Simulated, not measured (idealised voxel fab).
This section sets out a process module, namely voxel wiring stack.
In the cross-section labelled cut, the width is 190 nm and each square cell is 5 nm.
How to read a cross-section here: the picture is a grid of square cells, written as bands going from the top down, and any band can span one or more rows of cells. Heads up on the band format: heights come first, top then bottom, in nm. After that it's the materials left to right, each with its width in nm. A single material flagged "edge to edge" fills the whole band edge to edge, and "empty" means there's empty space there. Beneath 0, the wafer as received is one material, and that level is where height counting begins. The lowest band goes on downward without a bottom; it is written like "from 0 down". The expression "30..40" gives the width at the extremes of the band, the first number at its top row of cells and the second at its bottom row, with the width changing by equal amounts from each row to the next in between. "all unchanged" for a step: no cell of the cross-section changed in that step. Closed-off voids of 8+ cells (no open route to the top) go in "Sealed-off cavities", written width x height at distance from the left edge, in nm. On a step's line, text after the settings is the simulator commenting on that step. When a step includes a mask, the "overlay nm" setting on its line states how far to the right of its planned place that mask lay, and negative values state how far to the left.
### Below is the list of planned process steps
1,RECEIVE (material Si)
2,CONFORMAL_DEP (material SiO2; thk nm 10)
3,CONFORMAL_DEP (material SiCN; thk nm 5)
4,DIRECTIONAL_DEP (material lowk; thk nm 20)
5,DIRECTIONAL_DEP (material aC; thk nm 15)
6,PATTERN (tone open; mask id METAL_1; material resist; width nm 25; pitch nm 55; thk nm 35; overlay nm 0)
7,DIRECTIONAL_ETCH (etch materials aC; depth nm 15)
8,STRIP (etch materials resist)
9,DIRECTIONAL_ETCH (etch materials lowk; depth nm 20)
10,DIRECTIONAL_ETCH (etch materials SiCN; depth nm 5)
11,STRIP (etch materials aC)
12,CONFORMAL_DEP (material TiN; thk nm 5)
13,FILL_DEP (material Cu; thk nm 5)
14,CMP (height nm 35)
15,CONFORMAL_DEP (material SiCN; thk nm 5)
16,DIRECTIONAL_DEP (material lowk; thk nm 10)
17,DIRECTIONAL_DEP (material aC; thk nm 10)
18,PATTERN (tone open; mask id PLUG_1; material resist; width nm 15; thk nm 30; overlay nm 0)
19,DIRECTIONAL_ETCH (etch materials aC; depth nm 10)
20,STRIP (etch materials resist)
21,DIRECTIONAL_ETCH (etch materials lowk; depth nm 10)
22,DIRECTIONAL_ETCH (etch materials SiCN; depth nm 5)
23,STRIP (etch materials aC)
24,EPI (material Ru; thk nm 10)
25,EPI (material Ru; thk nm 5)
26,DIRECTIONAL_DEP (material TiN; thk nm 5)
27,DIRECTIONAL_DEP (material Ru; thk nm 15)
28,DIRECTIONAL_DEP (material aC; thk nm 10)
29,PATTERN (tone cover; mask id METAL_2; material resist; width nm 25; pitch nm 55; thk nm 30; overlay nm 0)
30,DIRECTIONAL_ETCH (etch materials aC; depth nm 10)
31,STRIP (etch materials resist)
32,DIRECTIONAL_ETCH (etch materials Ru; depth nm 15)
33,DIRECTIONAL_ETCH (etch materials TiN; depth nm 5)
34,STRIP (etch materials aC)
35,CONFORMAL_DEP (material SiN; thk nm 5)
36,FILL_DEP (material SiO2; thk nm 10)
37,CMP (height nm 70)
38,CONFORMAL_DEP (material SiCN; thk nm 5)
39,DIRECTIONAL_DEP (material lowk; thk nm 30)
40,DIRECTIONAL_DEP (material aC; thk nm 15)
41,PATTERN (tone open; mask id METAL_3; material resist; width nm 25; pitch nm 55; thk nm 35; overlay nm 0)
42,DIRECTIONAL_ETCH (etch materials aC; depth nm 15)
43,STRIP (etch materials resist)
44,DIRECTIONAL_ETCH (etch materials lowk; depth nm 20)
45,STRIP (etch materials aC)
46,PATTERN (tone open; mask id METAL_3_HOLES; material resist; width nm 15; pitch nm 55; thk nm 15; overlay nm 0)
47,DIRECTIONAL_ETCH (etch materials lowk; depth nm 10)
48,DIRECTIONAL_ETCH (etch materials SiCN; depth nm 5)
49,STRIP (etch materials resist)
50,CONFORMAL_DEP (material TiN; thk nm 5)
51,FILL_DEP (material Ru; thk nm 5)
52,CMP (height nm 105)
53,CONFORMAL_DEP (material SiCN; thk nm 5)
54,DIRECTIONAL_DEP (material lowk; thk nm 25)
55,MASKED_ETCH (tone open; mask id METAL_4_HOLES; width nm 15; pitch nm 55; etch materials lowk; depth nm 25; overlay nm 0)
56,DIRECTIONAL_DEP (material aC; thk nm 10)
57,PATTERN (tone open; mask id METAL_4; material resist; width nm 25; pitch nm 55; thk nm 30; overlay nm 0)
58,DIRECTIONAL_ETCH (etch materials aC; depth nm 10)
59,STRIP (etch materials resist)
60,DIRECTIONAL_ETCH (etch materials lowk; depth nm 15)
61,DIRECTIONAL_ETCH (etch materials SiCN; depth nm 5)
62,STRIP (etch materials aC)
63,CONFORMAL_DEP (material TiN; thk nm 5)
64,FILL_DEP (material Cu; thk nm 10)
65,CMP (height nm 135)
66,CONFORMAL_DEP (material SiCN; thk nm 5)
### first wafer, as planned
### So this is the incoming wafer in cross-section - it's already been through step 1
* from 0 down = Si edge to edge
* Sealed-off cavities: none
### Upon completion of step 2, the wafer appears in cross-section as shown
* from 10 to 0 = SiO2 edge to edge
* Rest of section, below 0: as before.
### Upon completion of step 3, the wafer appears in cross-section as shown
* from 15 to 10 = SiCN edge to edge
* Rest of section, below 10: as before.
### Upon completion of step 4, the wafer appears in cross-section as shown
* from 35 to 15 = lowk edge to edge
* Rest of section, below 15: as before.
### Upon completion of step 5, the wafer appears in cross-section as shown
* from 50 to 35 = aC edge to edge
* Rest of section, below 35: as before.
### Upon completion of step 6, the wafer appears in cross-section as shown
* from 85 to 50 = 55 resist  25 empty  30 resist  25 empty  55 resist
* Rest of section, below 50: as before.
### Upon completion of step 7, the wafer appears in cross-section as shown
* from 70 to 50 = 55 resist  25 empty  30 resist  25 empty  55 resist
* from 50 to 35 = 55 aC  25 empty  30 aC  25 empty  55 aC
* Rest of section, below 35: as before.
### Upon completion of step 8, the wafer appears in cross-section as shown
* from 50 to 35 = 55 aC  25 empty  30 aC  25 empty  55 aC
* Rest of section, below 35: as before.
### Upon completion of step 9, the wafer appears in cross-section as shown
* from 50 to 35 = 55 aC  25 empty  30 aC  25 empty  55 aC
* from 35 to 15 = 55 lowk  25 empty  30 lowk  25 empty  55 lowk
* Rest of section, below 15: as before.
### Upon completion of step 10, the wafer appears in cross-section as shown
* from 50 to 35 = 55 aC  25 empty  30 aC  25 empty  55 aC
* from 35 to 15 = 55 lowk  25 empty  30 lowk  25 empty  55 lowk
* from 15 to 10 = 55 SiCN  25 empty  30 SiCN  25 empty  55 SiCN
* Rest of section, below 10: as before.
### Upon completion of step 11, the wafer appears in cross-section as shown
* from 35 to 15 = 55 lowk  25 empty  30 lowk  25 empty  55 lowk
* Rest of section, below 15: as before.
### Upon completion of step 12, the wafer appears in cross-section as shown
* from 40 to 35 = 60 TiN  15 empty  40 TiN  15 empty  60 TiN
* from 35 to 15 = 55 lowk  5 TiN  15 empty  5 TiN  30 lowk  5 TiN  15 empty  5 TiN  55 lowk
* from 15 to 10 = 55 SiCN  25 TiN  30 SiCN  25 TiN  55 SiCN
* Rest of section, below 10: as before.
### Upon completion of step 13, the wafer appears in cross-section as shown
* from 45 to 40 = Cu edge to edge
* from 40 to 35 = 60 TiN  15 Cu  40 TiN  15 Cu  60 TiN
* from 35 to 15 = 55 lowk  5 TiN  15 Cu  5 TiN  30 lowk  5 TiN  15 Cu  5 TiN  55 lowk
* Rest of section, below 15: as before.
### Upon completion of step 14, the wafer appears in cross-section as shown
* from 35 to 15 = 55 lowk  5 TiN  15 Cu  5 TiN  30 lowk  5 TiN  15 Cu  5 TiN  55 lowk
* Rest of section, below 15: as before.
### Upon completion of step 15, the wafer appears in cross-section as shown
* from 40 to 35 = SiCN edge to edge
* Rest of section, below 35: as before.
### Upon completion of step 16, the wafer appears in cross-section as shown
* from 50 to 40 = lowk edge to edge
* Rest of section, below 40: as before.
### Upon completion of step 17, the wafer appears in cross-section as shown
* from 60 to 50 = aC edge to edge
* Rest of section, below 50: as before.
### Upon completion of step 18, the wafer appears in cross-section as shown
* from 90 to 60 = 55 resist  15 empty  120 resist
* Rest of section, below 60: as before.
### Upon completion of step 19, the wafer appears in cross-section as shown
* from 80 to 60 = 55 resist  15 empty  120 resist
* from 60 to 50 = 55 aC  15 empty  120 aC
* Rest of section, below 50: as before.
### Upon completion of step 20, the wafer appears in cross-section as shown
* from 60 to 50 = 55 aC  15 empty  120 aC
* Rest of section, below 50: as before.
### Upon completion of step 21, the wafer appears in cross-section as shown
* from 60 to 50 = 55 aC  15 empty  120 aC
* from 50 to 40 = 55 lowk  15 empty  120 lowk
* Rest of section, below 40: as before.
### Upon completion of step 22, the wafer appears in cross-section as shown
* from 60 to 50 = 55 aC  15 empty  120 aC
* from 50 to 40 = 55 lowk  15 empty  120 lowk
* from 40 to 35 = 55 SiCN  15 empty  120 SiCN
* Rest of section, below 35: as before.
### Upon completion of step 23, the wafer appears in cross-section as shown
* from 50 to 40 = 55 lowk  15 empty  120 lowk
* Rest of section, below 40: as before.
### Upon completion of step 24, the wafer appears in cross-section as shown
* from 50 to 45 = 55 lowk  15 empty  120 lowk
* from 45 to 40 = 55 lowk  15 Ru  120 lowk
* from 40 to 35 = 55 SiCN  15 Ru  120 SiCN
* Rest of section, below 35: as before.
### Upon completion of step 25, the wafer appears in cross-section as shown
* from 50 to 40 = 55 lowk  15 Ru  120 lowk
* Rest of section, below 40: as before.
### Upon completion of step 26, the wafer appears in cross-section as shown
* from 55 to 50 = TiN edge to edge
* Rest of section, below 50: as before.
### Upon completion of step 27, the wafer appears in cross-section as shown
* from 70 to 55 = Ru edge to edge
* Rest of section, below 55: as before.
### Upon completion of step 28, the wafer appears in cross-section as shown
* from 80 to 70 = aC edge to edge
* Rest of section, below 70: as before.
### Upon completion of step 29, the wafer appears in cross-section as shown
* from 110 to 80 = 55 empty  25 resist  30 empty  25 resist  55 empty
* Rest of section, below 80: as before.
### Upon completion of step 30, the wafer appears in cross-section as shown
* from 100 to 80 = 55 empty  25 resist  30 empty  25 resist  55 empty
* from 80 to 70 = 55 empty  25 aC  30 empty  25 aC  55 empty
* Rest of section, below 70: as before.
### Upon completion of step 31, the wafer appears in cross-section as shown
* from 80 to 70 = 55 empty  25 aC  30 empty  25 aC  55 empty
* Rest of section, below 70: as before.
### Upon completion of step 32, the wafer appears in cross-section as shown
* from 80 to 70 = 55 empty  25 aC  30 empty  25 aC  55 empty
* from 70 to 55 = 55 empty  25 Ru  30 empty  25 Ru  55 empty
* Rest of section, below 55: as before.
### Upon completion of step 33, the wafer appears in cross-section as shown
* from 80 to 70 = 55 empty  25 aC  30 empty  25 aC  55 empty
* from 70 to 55 = 55 empty  25 Ru  30 empty  25 Ru  55 empty
* from 55 to 50 = 55 empty  25 TiN  30 empty  25 TiN  55 empty
* Rest of section, below 50: as before.
### Upon completion of step 34, the wafer appears in cross-section as shown
* from 70 to 55 = 55 empty  25 Ru  30 empty  25 Ru  55 empty
* Rest of section, below 55: as before.
### Upon completion of step 35, the wafer appears in cross-section as shown
* from 75 to 70 = 50 empty  35 SiN  20 empty  35 SiN  50 empty
* from 70 to 55 = 50 empty  5 SiN  25 Ru  5 SiN  20 empty  5 SiN  25 Ru  5 SiN  50 empty
* from 55 to 50 = 55 SiN  25 TiN  30 SiN  25 TiN  55 SiN
* Rest of section, below 50: as before.
### Upon completion of step 36, the wafer appears in cross-section as shown
* from 85 to 75 = SiO2 edge to edge
* from 75 to 70 = 50 SiO2  35 SiN  20 SiO2  35 SiN  50 SiO2
* from 70 to 55 = 50 SiO2  5 SiN  25 Ru  5 SiN  20 SiO2  5 SiN  25 Ru  5 SiN  50 SiO2
* Rest of section, below 55: as before.
### Upon completion of step 37, the wafer appears in cross-section as shown
* from 70 to 55 = 50 SiO2  5 SiN  25 Ru  5 SiN  20 SiO2  5 SiN  25 Ru  5 SiN  50 SiO2
* Rest of section, below 55: as before.
### Upon completion of step 38, the wafer appears in cross-section as shown
* from 75 to 70 = SiCN edge to edge
* Rest of section, below 70: as before.
### Upon completion of step 39, the wafer appears in cross-section as shown
* from 105 to 75 = lowk edge to edge
* Rest of section, below 75: as before.
### Upon completion of step 40, the wafer appears in cross-section as shown
* from 120 to 105 = aC edge to edge
* Rest of section, below 105: as before.
### Upon completion of step 41, the wafer appears in cross-section as shown
* from 155 to 120 = 55 resist  25 empty  30 resist  25 empty  55 resist
* Rest of section, below 120: as before.
### Upon completion of step 42, the wafer appears in cross-section as shown
* from 140 to 120 = 55 resist  25 empty  30 resist  25 empty  55 resist
* from 120 to 105 = 55 aC  25 empty  30 aC  25 empty  55 aC
* Rest of section, below 105: as before.
### Upon completion of step 43, the wafer appears in cross-section as shown
* from 120 to 105 = 55 aC  25 empty  30 aC  25 empty  55 aC
* Rest of section, below 105: as before.
### Upon completion of step 44, the wafer appears in cross-section as shown
* from 120 to 105 = 55 aC  25 empty  30 aC  25 empty  55 aC
* from 105 to 85 = 55 lowk  25 empty  30 lowk  25 empty  55 lowk
* Rest of section, below 85: as before.
### Upon completion of step 45, the wafer appears in cross-section as shown
* from 105 to 85 = 55 lowk  25 empty  30 lowk  25 empty  55 lowk
* Rest of section, below 85: as before.
### Upon completion of step 46, the wafer appears in cross-section as shown
* from 120 to 105 = 55 resist  15 empty  40 resist  15 empty  65 resist
* from 105 to 85 = 55 lowk  15 empty  10 resist  30 lowk  15 empty  10 resist  55 lowk
* Rest of section, below 85: as before.
### Upon completion of step 47, the wafer appears in cross-section as shown
* from 120 to 105 = 55 resist  15 empty  40 resist  15 empty  65 resist
* from 105 to 85 = 55 lowk  15 empty  10 resist  30 lowk  15 empty  10 resist  55 lowk
* from 85 to 75 = 55 lowk  15 empty  40 lowk  15 empty  65 lowk
* Rest of section, below 75: as before.
### Upon completion of step 48, the wafer appears in cross-section as shown
* from 120 to 105 = 55 resist  15 empty  40 resist  15 empty  65 resist
* from 105 to 85 = 55 lowk  15 empty  10 resist  30 lowk  15 empty  10 resist  55 lowk
* from 85 to 75 = 55 lowk  15 empty  40 lowk  15 empty  65 lowk
* from 75 to 70 = 55 SiCN  15 empty  40 SiCN  15 empty  65 SiCN
* Rest of section, below 70: as before.
### Upon completion of step 49, the wafer appears in cross-section as shown
* from 105 to 85 = 55 lowk  25 empty  30 lowk  25 empty  55 lowk
* Rest of section, below 85: as before.
### Upon completion of step 50, the wafer appears in cross-section as shown
* from 110 to 105 = 60 TiN  15 empty  40 TiN  15 empty  60 TiN
* from 105 to 90 = 55 lowk  5 TiN  15 empty  5 TiN  30 lowk  5 TiN  15 empty  5 TiN  55 lowk
* from 90 to 85 = 55 lowk  5 TiN  5 empty  15 TiN  30 lowk  5 TiN  5 empty  15 TiN  55 lowk
* from 85 to 75 = 55 lowk  5 TiN  5 empty  5 TiN  40 lowk  5 TiN  5 empty  5 TiN  65 lowk
* from 75 to 70 = 55 SiCN  15 TiN  40 SiCN  15 TiN  65 SiCN
* Rest of section, below 70: as before.
### Upon completion of step 51, the wafer appears in cross-section as shown
* from 115 to 110 = Ru edge to edge
* from 110 to 105 = 60 TiN  15 Ru  40 TiN  15 Ru  60 TiN
* from 105 to 90 = 55 lowk  5 TiN  15 Ru  5 TiN  30 lowk  5 TiN  15 Ru  5 TiN  55 lowk
* from 90 to 85 = 55 lowk  5 TiN  5 Ru  15 TiN  30 lowk  5 TiN  5 Ru  15 TiN  55 lowk
* from 85 to 75 = 55 lowk  5 TiN  5 Ru  5 TiN  40 lowk  5 TiN  5 Ru  5 TiN  65 lowk
* Rest of section, below 75: as before.
### Upon completion of step 52, the wafer appears in cross-section as shown
* from 105 to 90 = 55 lowk  5 TiN  15 Ru  5 TiN  30 lowk  5 TiN  15 Ru  5 TiN  55 lowk
* Rest of section, below 90: as before.
### Upon completion of step 53, the wafer appears in cross-section as shown
* from 110 to 105 = SiCN edge to edge
* Rest of section, below 105: as before.
### Upon completion of step 54, the wafer appears in cross-section as shown
* from 135 to 110 = lowk edge to edge
* Rest of section, below 110: as before.
### Upon completion of step 55, the wafer appears in cross-section as shown
* from 135 to 110 = 55 lowk  15 empty  40 lowk  15 empty  65 lowk
* Rest of section, below 110: as before.
### Upon completion of step 56, the wafer appears in cross-section as shown
* from 145 to 135 = 55 aC  15 empty  40 aC  15 empty  65 aC
* from 135 to 120 = 55 lowk  15 empty  40 lowk  15 empty  65 lowk
* from 120 to 110 = 55 lowk  15 aC  40 lowk  15 aC  65 lowk
* Rest of section, below 110: as before.
### Upon completion of step 57, the wafer appears in cross-section as shown
* from 175 to 145 = 55 resist  25 empty  30 resist  25 empty  55 resist
* Rest of section, below 145: as before.
### Upon completion of step 58, the wafer appears in cross-section as shown
* from 165 to 145 = 55 resist  25 empty  30 resist  25 empty  55 resist
* from 145 to 135 = 55 aC  25 empty  30 aC  25 empty  55 aC
* from 135 to 110 = 55 lowk  15 empty  40 lowk  15 empty  65 lowk
* Rest of section, below 110: as before.
### Upon completion of step 59, the wafer appears in cross-section as shown
* from 145 to 135 = 55 aC  25 empty  30 aC  25 empty  55 aC
* Rest of section, below 135: as before.
### Upon completion of step 60, the wafer appears in cross-section as shown
* from 145 to 135 = 55 aC  25 empty  30 aC  25 empty  55 aC
* from 135 to 120 = 55 lowk  25 empty  30 lowk  25 empty  55 lowk
* Rest of section, below 120: as before.
### Upon completion of step 61, the wafer appears in cross-section as shown
* from 145 to 135 = 55 aC  25 empty  30 aC  25 empty  55 aC
* from 135 to 120 = 55 lowk  25 empty  30 lowk  25 empty  55 lowk
* from 120 to 110 = 55 lowk  15 empty  40 lowk  15 empty  65 lowk
* from 110 to 105 = 55 SiCN  15 empty  40 SiCN  15 empty  65 SiCN
* Rest of section, below 105: as before.
### Upon completion of step 62, the wafer appears in cross-section as shown
* from 135 to 120 = 55 lowk  25 empty  30 lowk  25 empty  55 lowk
* Rest of section, below 120: as before.
### Upon completion of step 63, the wafer appears in cross-section as shown
* from 140 to 135 = 60 TiN  15 empty  40 TiN  15 empty  60 TiN
* from 135 to 125 = 55 lowk  5 TiN  15 empty  5 TiN  30 lowk  5 TiN  15 empty  5 TiN  55 lowk
* from 125 to 120 = 55 lowk  5 TiN  5 empty  15 TiN  30 lowk  5 TiN  5 empty  15 TiN  55 lowk
* from 120 to 110 = 55 lowk  5 TiN  5 empty  5 TiN  40 lowk  5 TiN  5 empty  5 TiN  65 lowk
* from 110 to 105 = 55 SiCN  15 TiN  40 SiCN  15 TiN  65 SiCN
* Rest of section, below 105: as before.
### Upon completion of step 64, the wafer appears in cross-section as shown
* from 150 to 140 = Cu edge to edge
* from 140 to 135 = 60 TiN  15 Cu  40 TiN  15 Cu  60 TiN
* from 135 to 125 = 55 lowk  5 TiN  15 Cu  5 TiN  30 lowk  5 TiN  15 Cu  5 TiN  55 lowk
* from 125 to 120 = 55 lowk  5 TiN  5 Cu  15 TiN  30 lowk  5 TiN  5 Cu  15 TiN  55 lowk
* from 120 to 110 = 55 lowk  5 TiN  5 Cu  5 TiN  40 lowk  5 TiN  5 Cu  5 TiN  65 lowk
* Rest of section, below 110: as before.
### Upon completion of step 65, the wafer appears in cross-section as shown
* from 135 to 125 = 55 lowk  5 TiN  15 Cu  5 TiN  30 lowk  5 TiN  15 Cu  5 TiN  55 lowk
* Rest of section, below 125: as before.
### Upon completion of step 66, the wafer appears in cross-section as shown
* from 140 to 135 = SiCN edge to edge
* Rest of section, below 135: as before.
### The second wafer was prepared from the same starting point and under the same plan as the first; its processing contained one mistake, and it remains indistinguishable from the first wafer up to and including step 28
### Cross-sectional view of the second wafer at the intended end time of process step 29
* from 110 to 80 = 55 empty  30 resist  25 empty  30 resist  50 empty
* Rest of section, below 80: as before.
### Cross-sectional view of the second wafer at the intended end time of process step 30
* from 100 to 80 = 55 empty  30 resist  25 empty  30 resist  50 empty
* from 80 to 70 = 55 empty  30 aC  25 empty  30 aC  50 empty
* Rest of section, below 70: as before.
### Cross-sectional view of the second wafer at the intended end time of process step 31
* from 80 to 70 = 55 empty  30 aC  25 empty  30 aC  50 empty
* Rest of section, below 70: as before.
### Cross-sectional view of the second wafer at the intended end time of process step 32
* from 80 to 70 = 55 empty  30 aC  25 empty  30 aC  50 empty
* from 70 to 55 = 55 empty  30 Ru  25 empty  30 Ru  50 empty
* Rest of section, below 55: as before.
### Cross-sectional view of the second wafer at the intended end time of process step 33
* from 80 to 70 = 55 empty  30 aC  25 empty  30 aC  50 empty
* from 70 to 55 = 55 empty  30 Ru  25 empty  30 Ru  50 empty
* from 55 to 50 = 55 empty  30 TiN  25 empty  30 TiN  50 empty
* Rest of section, below 50: as before.
### Cross-sectional view of the second wafer at the intended end time of process step 34
* from 70 to 55 = 55 empty  30 Ru  25 empty  30 Ru  50 empty
* Rest of section, below 55: as before.
### Cross-sectional view of the second wafer at the intended end time of process step 35
* from 75 to 70 = 50 empty  40 SiN  15 empty  40 SiN  45 empty
* from 70 to 55 = 50 empty  5 SiN  30 Ru  5 SiN  15 empty  5 SiN  30 Ru  5 SiN  45 empty
* from 55 to 50 = 55 SiN  30 TiN  25 SiN  30 TiN  50 SiN
* Rest of section, below 50: as before.
### Cross-sectional view of the second wafer at the intended end time of process step 36
* from 85 to 75 = SiO2 edge to edge
* from 75 to 70 = 50 SiO2  40 SiN  15 SiO2  40 SiN  45 SiO2
* from 70 to 55 = 50 SiO2  5 SiN  30 Ru  5 SiN  15 SiO2  5 SiN  30 Ru  5 SiN  45 SiO2
* Rest of section, below 55: as before.
### Cross-sectional view of the second wafer at the intended end time of process step 37
* from 70 to 55 = 50 SiO2  5 SiN  30 Ru  5 SiN  15 SiO2  5 SiN  30 Ru  5 SiN  45 SiO2
* Rest of section, below 55: as before.
### Cross-sectional view of the second wafer at the intended end time of process step 38
* from 75 to 70 = SiCN edge to edge
* Rest of section, below 70: as before.
### Cross-sectional view of the second wafer at the intended end time of process step 39
* from 105 to 75 = lowk edge to edge
* Rest of section, below 75: as before.
### Cross-sectional view of the second wafer at the intended end time of process step 40
* from 120 to 105 = aC edge to edge
* Rest of section, below 105: as before.
### Cross-sectional view of the second wafer at the intended end time of process step 41
* from 155 to 120 = 55 resist  25 empty  30 resist  25 empty  55 resist
* Rest of section, below 120: as before.
### Cross-sectional view of the second wafer at the intended end time of process step 42
* from 140 to 120 = 55 resist  25 empty  30 resist  25 empty  55 resist
* from 120 to 105 = 55 aC  25 empty  30 aC  25 empty  55 aC
* Rest of section, below 105: as before.
### Cross-sectional view of the second wafer at the intended end time of process step 43
* from 120 to 105 = 55 aC  25 empty  30 aC  25 empty  55 aC
* Rest of section, below 105: as before.
### Cross-sectional view of the second wafer at the intended end time of process step 44
* from 120 to 105 = 55 aC  25 empty  30 aC  25 empty  55 aC
* from 105 to 85 = 55 lowk  25 empty  30 lowk  25 empty  55 lowk
* Rest of section, below 85: as before.
### Cross-sectional view of the second wafer at the intended end time of process step 45
* from 105 to 85 = 55 lowk  25 empty  30 lowk  25 empty  55 lowk
* Rest of section, below 85: as before.
### Cross-sectional view of the second wafer at the intended end time of process step 46
* from 120 to 105 = 55 resist  15 empty  40 resist  15 empty  65 resist
* from 105 to 85 = 55 lowk  15 empty  10 resist  30 lowk  15 empty  10 resist  55 lowk
* Rest of section, below 85: as before.
### Cross-sectional view of the second wafer at the intended end time of process step 47
* from 120 to 105 = 55 resist  15 empty  40 resist  15 empty  65 resist
* from 105 to 85 = 55 lowk  15 empty  10 resist  30 lowk  15 empty  10 resist  55 lowk
* from 85 to 75 = 55 lowk  15 empty  40 lowk  15 empty  65 lowk
* Rest of section, below 75: as before.
### Cross-sectional view of the second wafer at the intended end time of process step 48
* from 120 to 105 = 55 resist  15 empty  40 resist  15 empty  65 resist
* from 105 to 85 = 55 lowk  15 empty  10 resist  30 lowk  15 empty  10 resist  55 lowk
* from 85 to 75 = 55 lowk  15 empty  40 lowk  15 empty  65 lowk
* from 75 to 70 = 55 SiCN  15 empty  40 SiCN  15 empty  65 SiCN
* Rest of section, below 70: as before.
### Cross-sectional view of the second wafer at the intended end time of process step 49
* from 105 to 85 = 55 lowk  25 empty  30 lowk  25 empty  55 lowk
* Rest of section, below 85: as before.
### Cross-sectional view of the second wafer at the intended end time of process step 50
* from 110 to 105 = 60 TiN  15 empty  40 TiN  15 empty  60 TiN
* from 105 to 90 = 55 lowk  5 TiN  15 empty  5 TiN  30 lowk  5 TiN  15 empty  5 TiN  55 lowk
* from 90 to 85 = 55 lowk  5 TiN  5 empty  15 TiN  30 lowk  5 TiN  5 empty  15 TiN  55 lowk
* from 85 to 75 = 55 lowk  5 TiN  5 empty  5 TiN  40 lowk  5 TiN  5 empty  5 TiN  65 lowk
* from 75 to 70 = 55 SiCN  15 TiN  40 SiCN  15 TiN  65 SiCN
* Rest of section, below 70: as before.
### Cross-sectional view of the second wafer at the intended end time of process step 51
* from 115 to 110 = Ru edge to edge
* from 110 to 105 = 60 TiN  15 Ru  40 TiN  15 Ru  60 TiN
* from 105 to 90 = 55 lowk  5 TiN  15 Ru  5 TiN  30 lowk  5 TiN  15 Ru  5 TiN  55 lowk
* from 90 to 85 = 55 lowk  5 TiN  5 Ru  15 TiN  30 lowk  5 TiN  5 Ru  15 TiN  55 lowk
* from 85 to 75 = 55 lowk  5 TiN  5 Ru  5 TiN  40 lowk  5 TiN  5 Ru  5 TiN  65 lowk
* Rest of section, below 75: as before.
### Cross-sectional view of the second wafer at the intended end time of process step 52
* from 105 to 90 = 55 lowk  5 TiN  15 Ru  5 TiN  30 lowk  5 TiN  15 Ru  5 TiN  55 lowk
* Rest of section, below 90: as before.
### Cross-sectional view of the second wafer at the intended end time of process step 53
* from 110 to 105 = SiCN edge to edge
* Rest of section, below 105: as before.
### Cross-sectional view of the second wafer at the intended end time of process step 54
* from 135 to 110 = lowk edge to edge
* Rest of section, below 110: as before.
### Cross-sectional view of the second wafer at the intended end time of process step 55
* from 135 to 110 = 55 lowk  15 empty  40 lowk  15 empty  65 lowk
* Rest of section, below 110: as before.
### Cross-sectional view of the second wafer at the intended end time of process step 56
* from 145 to 135 = 55 aC  15 empty  40 aC  15 empty  65 aC
* from 135 to 120 = 55 lowk  15 empty  40 lowk  15 empty  65 lowk
* from 120 to 110 = 55 lowk  15 aC  40 lowk  15 aC  65 lowk
* Rest of section, below 110: as before.
### Cross-sectional view of the second wafer at the intended end time of process step 57
* from 175 to 145 = 55 resist  25 empty  30 resist  25 empty  55 resist
* Rest of section, below 145: as before.
### Cross-sectional view of the second wafer at the intended end time of process step 58
* from 165 to 145 = 55 resist  25 empty  30 resist  25 empty  55 resist
* from 145 to 135 = 55 aC  25 empty  30 aC  25 empty  55 aC
* from 135 to 110 = 55 lowk  15 empty  40 lowk  15 empty  65 lowk
* Rest of section, below 110: as before.
### Cross-sectional view of the second wafer at the intended end time of process step 59
* from 145 to 135 = 55 aC  25 empty  30 aC  25 empty  55 aC
* Rest of section, below 135: as before.
### Cross-sectional view of the second wafer at the intended end time of process step 60
* from 145 to 135 = 55 aC  25 empty  30 aC  25 empty  55 aC
* from 135 to 120 = 55 lowk  25 empty  30 lowk  25 empty  55 lowk
* Rest of section, below 120: as before.
### Cross-sectional view of the second wafer at the intended end time of process step 61
* from 145 to 135 = 55 aC  25 empty  30 aC  25 empty  55 aC
* from 135 to 120 = 55 lowk  25 empty  30 lowk  25 empty  55 lowk
* from 120 to 110 = 55 lowk  15 empty  40 lowk  15 empty  65 lowk
* from 110 to 105 = 55 SiCN  15 empty  40 SiCN  15 empty  65 SiCN
* Rest of section, below 105: as before.
### Cross-sectional view of the second wafer at the intended end time of process step 62
* from 135 to 120 = 55 lowk  25 empty  30 lowk  25 empty  55 lowk
* Rest of section, below 120: as before.
### Cross-sectional view of the second wafer at the intended end time of process step 63
* from 140 to 135 = 60 TiN  15 empty  40 TiN  15 empty  60 TiN
* from 135 to 125 = 55 lowk  5 TiN  15 empty  5 TiN  30 lowk  5 TiN  15 empty  5 TiN  55 lowk
* from 125 to 120 = 55 lowk  5 TiN  5 empty  15 TiN  30 lowk  5 TiN  5 empty  15 TiN  55 lowk
* from 120 to 110 = 55 lowk  5 TiN  5 empty  5 TiN  40 lowk  5 TiN  5 empty  5 TiN  65 lowk
* from 110 to 105 = 55 SiCN  15 TiN  40 SiCN  15 TiN  65 SiCN
* Rest of section, below 105: as before.
### Cross-sectional view of the second wafer at the intended end time of process step 64
* from 150 to 140 = Cu edge to edge
* from 140 to 135 = 60 TiN  15 Cu  40 TiN  15 Cu  60 TiN
* from 135 to 125 = 55 lowk  5 TiN  15 Cu  5 TiN  30 lowk  5 TiN  15 Cu  5 TiN  55 lowk
* from 125 to 120 = 55 lowk  5 TiN  5 Cu  15 TiN  30 lowk  5 TiN  5 Cu  15 TiN  55 lowk
* from 120 to 110 = 55 lowk  5 TiN  5 Cu  5 TiN  40 lowk  5 TiN  5 Cu  5 TiN  65 lowk
* Rest of section, below 110: as before.
### Cross-sectional view of the second wafer at the intended end time of process step 65
* from 135 to 125 = 55 lowk  5 TiN  15 Cu  5 TiN  30 lowk  5 TiN  15 Cu  5 TiN  55 lowk
* Rest of section, below 125: as before.
### Cross-sectional view of the second wafer at the intended end time of process step 66
* from 140 to 135 = SiCN edge to edge
* Rest of section, below 135: as before.
Processing error: step 29: run off-plan, actual operation and settings PATTERN (tone cover; mask id METAL_2; material resist; width nm 30; pitch nm 55; thk nm 30; overlay nm 0)
End check, counted in cells, second wafer has more or fewer of these materials than the first: 6 more of Ru | 2 fewer of SiN | 6 fewer of SiO2 | 2 more of TiN
